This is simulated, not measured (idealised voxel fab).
Herein follows the process module entitled voxel released beams.
FYI the section here is cut, 260 nm wide, cells are 5 nm squares.
How to read a cross-section here: the picture is a grid of square cells, written as bands going from the top down, and any band can span one or more rows of cells.
For a band, the entry starts with two heights in nm, that of the top and then that of the bottom, and carries on with the band's materials in order from left to right, each alongside its width in nm; the word "everywhere" beside a single material means it fills the band edge to edge, and "air" means empty space.
Below 0: as-received wafer, all one material; heights counted from there. Lowest band: no bottom, goes on down, written "top 0, no bottom".
Read "30->40" as a graded width: first number on top, second number at the bottom, same change between each pair of neighbouring rows.
"all unchanged" for a step: no cell of the cross-section changed in that step.
Closed empty spaces (no open way to the top) of 8 cells or more are what "Sealed internal voids" lists, each as width x height at distance from the left edge, nm for all three.
It should be noted that, on the line of a given step, the content following the step's settings is a remark produced by the simulator itself with respect to that step.
Regarding "overlay nm": on a step with a mask, it is the distance the mask lay to the right of its planned place; a negative value places it to the left.

### Planned step list for the process
1. op RECEIVE | material Si
2. op CONFORMAL_DEP | material Al2O3 | thk nm 5
3. op DIRECTIONAL_DEP | material SiO2 | thk nm 10
4. op PATTERN | tone open | mask id ANCHOR | material resist | width nm 35 | thk nm 20 | overlay nm 0
5. op DIRECTIONAL_ETCH | etch materials SiO2 | depth nm 10
6. op STRIP | etch materials resist
7. op CONFORMAL_DEP | material SiN | thk nm 10
8. op DIRECTIONAL_DEP | material aC | thk nm 15
9. op PATTERN | tone cover | mask id BEAM | material resist | width nm 90 | thk nm 35 | overlay nm 0
10. op DIRECTIONAL_ETCH | etch materials aC | depth nm 15
11. op STRIP | etch materials resist
12. op DIRECTIONAL_ETCH | etch materials SiN | depth nm 10
13. op STRIP | etch materials aC
14. op STRIP | etch materials SiO2

### Wafer, first of two, run as planned

### As-received state of the wafer in cross-section, equivalent to post-step 1
  top 0, no bottom: Si everywhere
  Sealed internal voids: none

### Wafer xsec, post step 2
  top 5, bottom 0: Al2O3 everywhere
  Nothing below the height 0 has changed.

### Wafer xsec, post step 3
  top 15, bottom 5: SiO2 everywhere
  Nothing below the height 5 has changed.

### Wafer xsec, post step 4
  top 35, bottom 15: 85 resist / 35 air / 140 resist
  Nothing below the height 15 has changed.

### Wafer xsec, post step 5
  top 35, bottom 15: 85 resist / 35 air / 140 resist
  top 15, bottom 5: 85 SiO2 / 35 air / 140 SiO2
  Nothing below the height 5 has changed.

### Wafer xsec, post step 6
  top 15, bottom 5: 85 SiO2 / 35 air / 140 SiO2
  Nothing below the height 5 has changed.

### Wafer xsec, post step 7
  top 25, bottom 15: 95 SiN / 15 air / 150 SiN
  top 15, bottom 5: 85 SiO2 / 35 SiN / 140 SiO2
  Nothing below the height 5 has changed.

### Wafer xsec, post step 8
  top 40, bottom 30: 95 aC / 15 air / 150 aC
  top 30, bottom 25: aC everywhere
  top 25, bottom 15: 95 SiN / 15 aC / 150 SiN
  Nothing below the height 15 has changed.

### Wafer xsec, post step 9
  top 75, bottom 40: 80 air / 90 resist / 90 air
  top 40, bottom 30: 95 aC / 15 resist / 150 aC
  Nothing below the height 30 has changed.

### Wafer xsec, post step 10
  top 60, bottom 40: 80 air / 90 resist / 90 air
  top 40, bottom 30: 80 air / 15 aC / 15 resist / 60 aC / 90 air
  top 30, bottom 25: 80 air / 90 aC / 90 air
  Nothing below the height 25 has changed.

### Wafer xsec, post step 11
  top 40, bottom 30: 80 air / 15 aC / 15 air / 60 aC / 90 air
  Nothing below the height 30 has changed.

### Wafer xsec, post step 12
  top 40, bottom 30: 80 air / 15 aC / 15 air / 60 aC / 90 air
  top 30, bottom 25: 80 air / 90 aC / 90 air
  top 25, bottom 15: 80 air / 15 SiN / 15 aC / 60 SiN / 90 air
  Nothing below the height 15 has changed.

### Wafer xsec, post step 13
  top 25, bottom 15: 80 air / 15 SiN / 15 air / 60 SiN / 90 air
  Nothing below the height 15 has changed.

### Wafer xsec, post step 14
  top 25, bottom 15: 80 air / 15 SiN / 15 air / 60 SiN / 90 air
  top 15, bottom 5: 85 air / 35 SiN / 140 air
  Nothing below the height 5 has changed.

### second wafer: like start, like plan, one mistake. Through step 3 it matches the first wafer

### Cross-section: second wafer, time at which step 4 was scheduled to end
  top 35, bottom 15: 75 resist / 35 air / 150 resist
  Nothing below the height 15 has changed.

### Cross-section: second wafer, time at which step 5 was scheduled to end
  top 35, bottom 15: 75 resist / 35 air / 150 resist
  top 15, bottom 5: 75 SiO2 / 35 air / 150 SiO2
  Nothing below the height 5 has changed.

### Cross-section: second wafer, time at which step 6 was scheduled to end
  top 15, bottom 5: 75 SiO2 / 35 air / 150 SiO2
  Nothing below the height 5 has changed.

### Cross-section: second wafer, time at which step 7 was scheduled to end
  top 25, bottom 15: 85 SiN / 15 air / 160 SiN
  top 15, bottom 5: 75 SiO2 / 35 SiN / 150 SiO2
  Nothing below the height 5 has changed.

### Cross-section: second wafer, time at which step 8 was scheduled to end
  top 40, bottom 30: 85 aC / 15 air / 160 aC
  top 30, bottom 25: aC everywhere
  top 25, bottom 15: 85 SiN / 15 aC / 160 SiN
  Nothing below the height 15 has changed.

### Cross-section: second wafer, time at which step 9 was scheduled to end
  top 75, bottom 40: 80 air / 90 resist / 90 air
  top 40, bottom 30: 85 aC / 15 resist / 160 aC
  Nothing below the height 30 has changed.

### Cross-section: second wafer, time at which step 10 was scheduled to end
  top 60, bottom 40: 80 air / 90 resist / 90 air
  top 40, bottom 30: 80 air / 5 aC / 15 resist / 70 aC / 90 air
  top 30, bottom 25: 80 air / 90 aC / 90 air
  Nothing below the height 25 has changed.

### Cross-section: second wafer, time at which step 11 was scheduled to end
  top 40, bottom 30: 80 air / 5 aC / 15 air / 70 aC / 90 air
  Nothing below the height 30 has changed.

### Cross-section: second wafer, time at which step 12 was scheduled to end
  top 40, bottom 30: 80 air / 5 aC / 15 air / 70 aC / 90 air
  top 30, bottom 25: 80 air / 90 aC / 90 air
  top 25, bottom 15: 80 air / 5 SiN / 15 aC / 70 SiN / 90 air
  Nothing below the height 15 has changed.

### Cross-section: second wafer, time at which step 13 was scheduled to end
  top 25, bottom 15: 80 air / 5 SiN / 15 air / 70 SiN / 90 air
  Nothing below the height 15 has changed.

### Cross-section: second wafer, time at which step 14 was scheduled to end
  top 25, bottom 15: 80 air / 5 SiN / 15 air / 70 SiN / 90 air
  top 15, bottom 5: 75 air / 35 SiN / 150 air
  Nothing below the height 5 has changed.
Diagnosis: step 4 off recipe, ran as op PATTERN | tone open | mask id ANCHOR | material resist | width nm 35 | thk nm 20 | overlay nm -10
So at the finish, the second wafer's got exactly as many cells of each material as the first, just not in the same spots.
